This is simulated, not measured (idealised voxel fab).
The document below concerns the process module designated voxel spacer lines.
FYI the section here is cut, 150 nm wide, cells are 5 nm squares.
Bands, listed from the top down, are how a cross-section gets written in this document; the cross-section itself is a grid of square cells, and a band is one or more rows of them.
Heads up on the band format: heights come first, top then bottom, in nm. After that it's the materials left to right, each with its width in nm. A single material flagged "full width" fills the whole band edge to edge, and "empty" means there's empty space there.
Zero point of the height axis is 0; under it, received wafer = one material. Lowest band: continues down indefinitely, "0 -> down".
A width such as "30->40" changes by the same amount from each row of cells to the next, from the band's top row to its bottom row.
It should be understood that the words "remained the same", when stated for a given step, signify that the cross-section underwent no change in any of its cells during that step.
Empty spaces counting at least 8 cells and having no open way to the top are listed in "Sealed cavities". The notation width x height at distance is used for each, the distance being from the left edge and all three values in nm.
It should be noted that, on the line of a given step, the content following the step's settings is a remark produced by the simulator itself with respect to that step.
A step's line can hold "overlay nm"; with a mask on that step, the setting says how far right of the planned place the mask lay, while a negative setting says it lay to the left.

## Intended process steps
- 1: RECEIVE, material Si
- 2: CONFORMAL_DEP, material Al2O3, thk nm 10
- 3: DIRECTIONAL_DEP, material TiN, thk nm 15
- 4: DIRECTIONAL_DEP, material polySi, thk nm 30
- 5: PATTERN, tone cover, mask id MANDREL, material resist, width nm 20, pitch nm 60, thk nm 40, overlay nm 0
- 6: DIRECTIONAL_ETCH, etch materials polySi, depth nm 30
- 7: STRIP, etch materials resist
- 8: CONFORMAL_DEP, material SiN, thk nm 10
- 9: DIRECTIONAL_ETCH, etch materials SiN, depth nm 10
- 10: STRIP, etch materials polySi
- 11: DIRECTIONAL_ETCH, etch materials TiN, depth nm 15
- 12: STRIP, etch materials SiN
- 13: FILL_DEP, material lowk, thk nm 10
- 14: CMP, height nm 25

## First of two wafers, with the run carried out as planned

## As-received wafer cross-section (after step 1)
* 0 -> down | Si full width
* Sealed cavities: none

## Cross-sectional representation of the wafer at the conclusion of step 2
* 10 -> 0 | Al2O3 full width
* Below 0, the layers are the same as they were.

## Cross-sectional representation of the wafer at the conclusion of step 3
* 25 -> 10 | TiN full width
* Below 10, the layers are the same as they were.

## Cross-sectional representation of the wafer at the conclusion of step 4
* 55 -> 25 | polySi full width
* Below 25, the layers are the same as they were.

## Cross-sectional representation of the wafer at the conclusion of step 5
* 95 -> 55 | 35 of empty  20 of resist  40 of empty  20 of resist  35 of empty
* Below 55, the layers are the same as they were.

## Cross-sectional representation of the wafer at the conclusion of step 6
* 95 -> 55 | 35 of empty  20 of resist  40 of empty  20 of resist  35 of empty
* 55 -> 25 | 35 of empty  20 of polySi  40 of empty  20 of polySi  35 of empty
* Below 25, the layers are the same as they were.

## Cross-sectional representation of the wafer at the conclusion of step 7
* 55 -> 25 | 35 of empty  20 of polySi  40 of empty  20 of polySi  35 of empty
* Below 25, the layers are the same as they were.

## Cross-sectional representation of the wafer at the conclusion of step 8
* 65 -> 55 | 25 of empty  40 of SiN  20 of empty  40 of SiN  25 of empty
* 55 -> 35 | 25 of empty  10 of SiN  20 of polySi  10 of SiN  20 of empty  10 of SiN  20 of polySi  10 of SiN  25 of empty
* 35 -> 25 | 35 of SiN  20 of polySi  40 of SiN  20 of polySi  35 of SiN
* Below 25, the layers are the same as they were.

## Cross-sectional representation of the wafer at the conclusion of step 9
* 55 -> 25 | 25 of empty  10 of SiN  20 of polySi  10 of SiN  20 of empty  10 of SiN  20 of polySi  10 of SiN  25 of empty
* Below 25, the layers are the same as they were.

## Cross-sectional representation of the wafer at the conclusion of step 10
* 55 -> 25 | 25 of empty  10 of SiN  20 of empty  10 of SiN  20 of empty  10 of SiN  20 of empty  10 of SiN  25 of empty
* Below 25, the layers are the same as they were.

## Cross-sectional representation of the wafer at the conclusion of step 11
* 55 -> 25 | 25 of empty  10 of SiN  20 of empty  10 of SiN  20 of empty  10 of SiN  20 of empty  10 of SiN  25 of empty
* 25 -> 10 | 25 of empty  10 of TiN  20 of empty  10 of TiN  20 of empty  10 of TiN  20 of empty  10 of TiN  25 of empty
* Below 10, the layers are the same as they were.

## Cross-sectional representation of the wafer at the conclusion of step 12
* 25 -> 10 | 25 of empty  10 of TiN  20 of empty  10 of TiN  20 of empty  10 of TiN  20 of empty  10 of TiN  25 of empty
* Below 10, the layers are the same as they were.

## Cross-sectional representation of the wafer at the conclusion of step 13
* 35 -> 25 | lowk full width
* 25 -> 10 | 25 of lowk  10 of TiN  20 of lowk  10 of TiN  20 of lowk  10 of TiN  20 of lowk  10 of TiN  25 of lowk
* Below 10, the layers are the same as they were.

## Cross-sectional representation of the wafer at the conclusion of step 14
* 25 -> 10 | 25 of lowk  10 of TiN  20 of lowk  10 of TiN  20 of lowk  10 of TiN  20 of lowk  10 of TiN  25 of lowk
* Below 10, the layers are the same as they were.

## Second of two: same start, same plan, one run error; steps up to and including 11 match the first

## Cross-sectional view of the second wafer at the intended end time of process step 12
* 25 -> 10 | 25 of empty  10 of TiN  20 of empty  10 of TiN  20 of empty  10 of TiN  20 of empty  10 of TiN  25 of empty
* Below 10, the layers are the same as they were.

## Cross-sectional view of the second wafer at the intended end time of process step 13
* 35 -> 25 | lowk full width
* 25 -> 10 | 25 of lowk  10 of TiN  20 of lowk  10 of TiN  20 of lowk  10 of TiN  20 of lowk  10 of TiN  25 of lowk
* Below 10, the layers are the same as they were.

## Cross-sectional view of the second wafer at the intended end time of process step 14
* 25 -> 10 | 25 of lowk  10 of TiN  20 of lowk  10 of TiN  20 of lowk  10 of TiN  20 of lowk  10 of TiN  25 of lowk
* Below 10, the layers are the same as they were.
what went wrong: plan step 12 was twice executed
Upon completion, the cross-sectional profiles of the two wafers are identical; consequently, the error exerts no influence on the quantities computed by this model.
